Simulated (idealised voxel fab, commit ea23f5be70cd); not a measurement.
Process module name: voxel ribs on slabs
This is section cut - it's 185 nm across, gridded in 5 nm square cells.
A cross-section is written here as square cells arranged in a grid, and it is given in bands from the top down, each band taking up one or more rows of cells.
Per band: top height and bottom height in nm, followed by the left-to-right materials and their widths in nm; "everywhere" marks a single material spanning edge to edge, "air" marks empty space.
All heights in this document are referenced to 0, defined as the level beneath which the wafer, as received, consists entirely of one material. The lowest band is not bounded below; it extends indefinitely downward and is written in the form "0 -> down".
Note: "30 to 40" means the width goes from the first number (top row of the band) to the second number (bottom row) in equal steps per row of cells.
Take "remains unaltered" at face value: in the step it is given for, the cross-section changed in none of its cells.
In the "Unvented internal voids" entry, you get each enclosed empty space of 8 cells or more, one with no open way to the top, written width x height at distance, distance from the left edge, in nm.
Note: text after step settings on the step line = simulator remark on that step.
Each step line may optionally specify "overlay nm", which for a step with a mask gives the rightward distance between the mask's planned place and where it lay, a negative value indicating the leftward direction.

### Planned process steps
| 1 | RECEIVE: material Si |
| 2 | DIRECTIONAL_DEP: material SiO2, thk nm 30 |
| 3 | DIRECTIONAL_DEP: material SiN, thk nm 20 |
| 4 | MASKED_ETCH: tone cover, mask id RIB, width nm 25, etch materials SiN, depth nm 15, overlay nm 0 |
| 5 | MASKED_ETCH: tone cover, mask id SLAB, width nm 75, etch materials SiN, depth nm 5, overlay nm 0 |
| 6 | FILL_DEP: material SiO2, thk nm 25 |
| 7 | CMP: height nm 70 |
| 8 | DIRECTIONAL_DEP: material TiN, thk nm 5 |
| 9 | PATTERN: tone cover, mask id HEATER, material resist, width nm 35, thk nm 20, overlay nm 0 |
| 10 | DIRECTIONAL_ETCH: etch materials TiN, depth nm 5 |
| 11 | STRIP: etch materials resist |
| 12 | CONFORMAL_DEP: material SiN, thk nm 5 |

### The first of a set of two wafers, run to plan

### Cross-section: wafer on arrival = after step 1
    0 -> down = Si everywhere
    Unvented internal voids: none

### Sectional view: wafer, after step 2
    30 -> 0 = SiO2 everywhere
    Whatever lies below 0 is exactly as it was before.

### Sectional view: wafer, after step 3
    50 -> 30 = SiN everywhere
    Whatever lies below 30 is exactly as it was before.

### Sectional view: wafer, after step 4
    50 -> 35 = air 80 | SiN 25 | air 80
    Whatever lies below 35 is exactly as it was before.

### Sectional view: wafer, after step 5
    50 -> 35 = air 80 | SiN 25 | air 80
    35 -> 30 = air 55 | SiN 75 | air 55
    Whatever lies below 30 is exactly as it was before.

### Sectional view: wafer, after step 6
    75 -> 50 = SiO2 everywhere
    50 -> 35 = SiO2 80 | SiN 25 | SiO2 80
    35 -> 30 = SiO2 55 | SiN 75 | SiO2 55
    Whatever lies below 30 is exactly as it was before.

### Sectional view: wafer, after step 7
    70 -> 50 = SiO2 everywhere
    Whatever lies below 50 is exactly as it was before.

### Sectional view: wafer, after step 8
    75 -> 70 = TiN everywhere
    Whatever lies below 70 is exactly as it was before.

### Sectional view: wafer, after step 9
    95 -> 75 = air 75 | resist 35 | air 75
    Whatever lies below 75 is exactly as it was before.

### Sectional view: wafer, after step 10
    95 -> 75 = air 75 | resist 35 | air 75
    75 -> 70 = air 75 | TiN 35 | air 75
    Whatever lies below 70 is exactly as it was before.

### Sectional view: wafer, after step 11
    75 -> 70 = air 75 | TiN 35 | air 75
    Whatever lies below 70 is exactly as it was before.

### Sectional view: wafer, after step 12
    80 -> 75 = air 70 | SiN 45 | air 70
    75 -> 70 = SiN 75 | TiN 35 | SiN 75
    Whatever lies below 70 is exactly as it was before.

### Wafer two: like wafer one in start and plan, but with one mistake in execution; identical up to and including step 8

### Second wafer, cut view, end of step 9 per plan
    95 -> 75 = air 65 | resist 35 | air 85
    Whatever lies below 75 is exactly as it was before.

### Second wafer, cut view, end of step 10 per plan
    95 -> 75 = air 65 | resist 35 | air 85
    75 -> 70 = air 65 | TiN 35 | air 85
    Whatever lies below 70 is exactly as it was before.

### Second wafer, cut view, end of step 11 per plan
    75 -> 70 = air 65 | TiN 35 | air 85
    Whatever lies below 70 is exactly as it was before.

### Second wafer, cut view, end of step 12 per plan
    80 -> 75 = air 60 | SiN 45 | air 80
    75 -> 70 = SiN 65 | TiN 35 | SiN 85
    Whatever lies below 70 is exactly as it was before.
Misprocessing identified: contrary to plan, step 9 was performed as PATTERN: tone cover, mask id HEATER, material resist, width nm 35, thk nm 20, overlay nm -10
The two final wafers agree on how many cells each material fills and disagree on which cells those are.
